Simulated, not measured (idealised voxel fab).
Name of the process module below: voxel released beams
The width of the displayed cross-section, cut, is 180 nm; its cells are square, with a size of 5 nm.
How to read a cross-section here: the picture is a grid of square cells, written as bands going from the top down, and any band can span one or more rows of cells. Per band: top height and bottom height in nm, followed by the left-to-right materials and their widths in nm; "everywhere" marks a single material spanning edge to edge, "blank" marks empty space. Where do heights start? At 0: under that level the wafer as delivered is made of one material only. And the lowest band has no floor; it just carries on downward, as in "0 nm and below". Think of "30 to 40" as a width that walks from the first number to the second as you go down the band, top row to bottom row, taking equal-sized steps from row to row. "all unchanged" (step): cross-section cells unchanged, all of them. "Closed void table" enumerates empty spaces isolated from the top, with no open way to it, that contain at least 8 cells, giving each as width x height at distance from the left edge, all three in nm. Step line, after settings: the simulator's comment on this step. Regarding "overlay nm": on a step with a mask, it is the distance the mask lay to the right of its planned place; a negative value places it to the left. If you're wondering how to read the rest of this, here's the deal. It's pairs of cross-sections: one from before a process step, one from after it. The after one is only drawn as far down as the lowest band that changed. Right under each pair you'll see which step sits between them and what its settings were. Don't read the pairs as one continuous story, though. They can come from different runs of this module on the same starting wafer, and a pair only carries on from the one above it where its entry headed "Pre-step section" says so.

Pre-step section
    0 nm and below | Si everywhere
    Closed void table: none

Resulting Structure
    5 nm to 0 nm | SiN everywhere
    Everything below 0 is unchanged.
    Closed void table: none
In between the cross-sections above, the run called for CONFORMAL_DEP,material SiN,thk nm 5

Pre-step section: we pick up right where the pair above leaves off, with its after cross-section.

Resulting Structure
    15 nm to 5 nm | SiO2 everywhere
    Everything below 5 is unchanged.
    Closed void table: none
In between the cross-sections above, the run called for DIRECTIONAL_DEP,material SiO2,thk nm 10

Pre-step section: we pick up right where the pair above leaves off, with its after cross-section.

Resulting Structure
    15 nm to 5 nm | SiO2=50  blank=35  SiO2=95
    Everything below 5 is unchanged.
    Closed void table: none
In between the cross-sections above, the run called for MASKED_ETCH,tone open,mask id ANCHOR,width nm 35,etch materials SiO2,depth nm 10,overlay nm 0

Pre-step section: we pick up right where the pair above leaves off, with its after cross-section.

Resulting Structure
    25 nm to 15 nm | TiN=60  blank=15  TiN=105
    15 nm to 5 nm | SiO2=50  TiN=35  SiO2=95
    Everything below 5 is unchanged.
    Closed void table: none
In between the cross-sections above, the run called for CONFORMAL_DEP,material TiN,thk nm 10

Pre-step section: we pick up right where the pair above leaves off, with its after cross-section.

Resulting Structure
    25 nm to 15 nm | blank=45  TiN=15  blank=15  TiN=50  blank=55
    Everything below 15 is unchanged.
    Closed void table: none
In between the cross-sections above, the run called for MASKED_ETCH,tone cover,mask id BEAM,width nm 80,etch materials TiN,depth nm 10,overlay nm 0

Pre-step section: we pick up right where the pair above leaves off, with its after cross-section.

Resulting Structure
    25 nm to 15 nm | blank=45  TiN=15  blank=15  TiN=50  blank=55
    15 nm to 5 nm | blank=50  TiN=35  blank=95
    Everything below 5 is unchanged.
    Closed void table: none
In between the cross-sections above, the run called for STRIP,etch materials SiO2

Pre-step section
    5 nm to 0 nm | SiN everywhere
    0 nm and below | Si everywhere
    Closed void table: none

Resulting Structure
    15 nm to 5 nm | TiN everywhere
    Everything below 5 is unchanged.
    Closed void table: none
In between the cross-sections above, the run called for CONFORMAL_DEP,material TiN,thk nm 10

Pre-step section: we pick up right where the pair above leaves off, with its after cross-section.

Resulting Structure
    15 nm to 5 nm | blank=45  TiN=80  blank=55
    Everything below 5 is unchanged.
    Closed void table: none
In between the cross-sections above, the run called for MASKED_ETCH,tone cover,mask id BEAM,width nm 80,etch materials TiN,depth nm 10,overlay nm 0

Pre-step section
    0 nm and below | Si everywhere
    Closed void table: none

Resulting Structure
    10 nm to 0 nm | SiO2 everywhere
    Everything below 0 is unchanged.
    Closed void table: none
In between the cross-sections above, the run called for DIRECTIONAL_DEP,material SiO2,thk nm 10

Pre-step section: we pick up right where the pair above leaves off, with its after cross-section.

Resulting Structure
    15 nm to 10 nm | SiN everywhere
    Everything below 10 is unchanged.
    Closed void table: none
In between the cross-sections above, the run called for CONFORMAL_DEP,material SiN,thk nm 5

Pre-step section: we pick up right where the pair above leaves off, with its after cross-section.

Resulting Structure
    25 nm to 15 nm | TiN everywhere
    Everything below 15 is unchanged.
    Closed void table: none
In between the cross-sections above, the run called for CONFORMAL_DEP,material TiN,thk nm 10

Pre-step section: we pick up right where the pair above leaves off, with its after cross-section.

Resulting Structure
    25 nm to 15 nm | blank=45  TiN=80  blank=55
    Everything below 15 is unchanged.
    Closed void table: none
In between the cross-sections above, the run called for MASKED_ETCH,tone cover,mask id BEAM,width nm 80,etch materials TiN,depth nm 10,overlay nm 0

Pre-step section
    5 nm to 0 nm | SiN everywhere
    0 nm and below | Si everywhere
    Closed void table: none

Resulting Structure
    10 nm to 5 nm | SiO2 everywhere
    Everything below 5 is unchanged.
    Closed void table: none
In between the cross-sections above, the run called for DIRECTIONAL_DEP,material SiO2,thk nm 5

Pre-step section: we pick up right where the pair above leaves off, with its after cross-section.

Resulting Structure
    10 nm to 5 nm | SiO2=50  blank=35  SiO2=95
    Everything below 5 is unchanged.
    Closed void table: none
In between the cross-sections above, the run called for MASKED_ETCH,tone open,mask id ANCHOR,width nm 35,etch materials SiO2,depth nm 10,overlay nm 0

Pre-step section: we pick up right where the pair above leaves off, with its after cross-section.

Resulting Structure
    20 nm to 15 nm | TiN=60  blank=15  TiN=105
    15 nm to 10 nm | TiN everywhere
    10 nm to 5 nm | SiO2=50  TiN=35  SiO2=95
    Everything below 5 is unchanged.
    Closed void table: none
In between the cross-sections above, the run called for CONFORMAL_DEP,material TiN,thk nm 10

Pre-step section: we pick up right where the pair above leaves off, with its after cross-section.

Resulting Structure
    20 nm to 15 nm | blank=45  TiN=15  blank=15  TiN=50  blank=55
    15 nm to 10 nm | blank=45  TiN=80  blank=55
    Everything below 10 is unchanged.
    Closed void table: none
In between the cross-sections above, the run called for MASKED_ETCH,tone cover,mask id BEAM,width nm 80,etch materials TiN,depth nm 10,overlay nm 0

Pre-step section: we pick up right where the pair above leaves off, with its after cross-section.

Resulting Structure
    20 nm to 15 nm | blank=45  TiN=15  blank=15  TiN=50  blank=55
    15 nm to 5 nm | blank=45 to 50  TiN=80 to 35  blank=55 to 95
    Everything below 5 is unchanged.
    Closed void table: none
In between the cross-sections above, the run called for STRIP,etch materials SiO2

Pre-step section
    15 nm to 5 nm | SiO2 everywhere
    5 nm to 0 nm | SiN everywhere
    0 nm and below | Si everywhere
    Closed void table: none

Resulting Structure
    15 nm to 5 nm | SiO2=55  blank=25  SiO2=100
    Everything below 5 is unchanged.
    Closed void table: none
In between the cross-sections above, the run called for MASKED_ETCH,tone open,mask id ANCHOR,width nm 25,etch materials SiO2,depth nm 10,overlay nm 0

Pre-step section: we pick up right where the pair above leaves off, with its after cross-section.

Resulting Structure
    25 nm to 15 nm | TiN=65  blank=5  TiN=110
    15 nm to 5 nm | SiO2=55  TiN=25  SiO2=100
    Everything below 5 is unchanged.
    Closed void table: none
In between the cross-sections above, the run called for CONFORMAL_DEP,material TiN,thk nm 10

Pre-step section: we pick up right where the pair above leaves off, with its after cross-section.

Resulting Structure
    25 nm to 15 nm | blank=45  TiN=20  blank=5  TiN=55  blank=55
    Everything below 15 is unchanged.
    Closed void table: none
In between the cross-sections above, the run called for MASKED_ETCH,tone cover,mask id BEAM,width nm 80,etch materials TiN,depth nm 10,overlay nm 0

Pre-step section: we pick up right where the pair above leaves off, with its after cross-section.

Resulting Structure
    25 nm to 15 nm | blank=45  TiN=20  blank=5  TiN=55  blank=55
    15 nm to 5 nm | blank=55  TiN=25  blank=100
    Everything below 5 is unchanged.
    Closed void table: none
In between the cross-sections above, the run called for STRIP,etch materials SiO2

Pre-step section
    15 nm to 5 nm | SiO2 everywhere
    5 nm to 0 nm | SiN everywhere
    0 nm and below | Si everywhere
    Closed void table: none

Resulting Structure
    15 nm to 5 nm | SiO2=40  blank=35  SiO2=105
    Everything below 5 is unchanged.
    Closed void table: none
In between the cross-sections above, the run called for MASKED_ETCH,tone open,mask id ANCHOR,width nm 35,etch materials SiO2,depth nm 10,overlay nm -10

Pre-step section: we pick up right where the pair above leaves off, with its after cross-section.

Resulting Structure
    25 nm to 15 nm | TiN=50  blank=15  TiN=115
    15 nm to 5 nm | SiO2=40  TiN=35  SiO2=105
    Everything below 5 is unchanged.
    Closed void table: none
In between the cross-sections above, the run called for CONFORMAL_DEP,material TiN,thk nm 10

Pre-step section: we pick up right where the pair above leaves off, with its after cross-section.

Resulting Structure
    25 nm to 15 nm | blank=45  TiN=5  blank=15  TiN=60  blank=55
    Everything below 15 is unchanged.
    Closed void table: none
In between the cross-sections above, the run called for MASKED_ETCH,tone cover,mask id BEAM,width nm 80,etch materials TiN,depth nm 10,overlay nm 0

Pre-step section: we pick up right where the pair above leaves off, with its after cross-section.

Resulting Structure
    25 nm to 15 nm | blank=45  TiN=5  blank=15  TiN=60  blank=55
    15 nm to 5 nm | blank=40  TiN=35  blank=105
    Everything below 5 is unchanged.
    Closed void table: none
In between the cross-sections above, the run called for STRIP,etch materials SiO2

Pre-step section
    25 nm to 15 nm | blank=45  TiN=15  blank=15  TiN=50  blank=55
    15 nm to 5 nm | SiO2=50  TiN=35  SiO2=95
    5 nm to 0 nm | SiN everywhere
    0 nm and below | Si everywhere
    Closed void table: none

Resulting Structure
    15 nm to 5 nm | SiO2=50  blank=35  SiO2=95
    Everything below 5 is unchanged.
    Closed void table: none
In between the cross-sections above, the run called for STRIP,etch materials TiN

Pre-step section
    15 nm to 5 nm | SiO2 everywhere
    5 nm to 0 nm | SiN everywhere
    0 nm and below | Si everywhere
    Closed void table: none

Resulting Structure
    15 nm to 5 nm | blank=50  SiO2=35  blank=95
    Everything below 5 is unchanged.
    Closed void table: none
In between the cross-sections above, the run called for MASKED_ETCH,tone cover,mask id ANCHOR,width nm 35,etch materials SiO2,depth nm 10,overlay nm 0

Pre-step section: we pick up right where the pair above leaves off, with its after cross-section.

Resulting Structure
    25 nm to 15 nm | blank=40  TiN=55  blank=85
    15 nm to 5 nm | TiN=50  SiO2=35  TiN=95
    Everything below 5 is unchanged.
    Closed void table: none
In between the cross-sections above, the run called for CONFORMAL_DEP,material TiN,thk nm 10

Pre-step section: we pick up right where the pair above leaves off, with its after cross-section.

Resulting Structure
    25 nm to 15 nm | blank=45  TiN=50  blank=85
    15 nm to 5 nm | blank=40  TiN=10  SiO2=35  TiN=40  blank=55
    Everything below 5 is unchanged.
    Closed void table: none
In between the cross-sections above, the run called for MASKED_ETCH,tone cover,mask id BEAM,width nm 80,etch materials TiN,depth nm 10,overlay nm 0
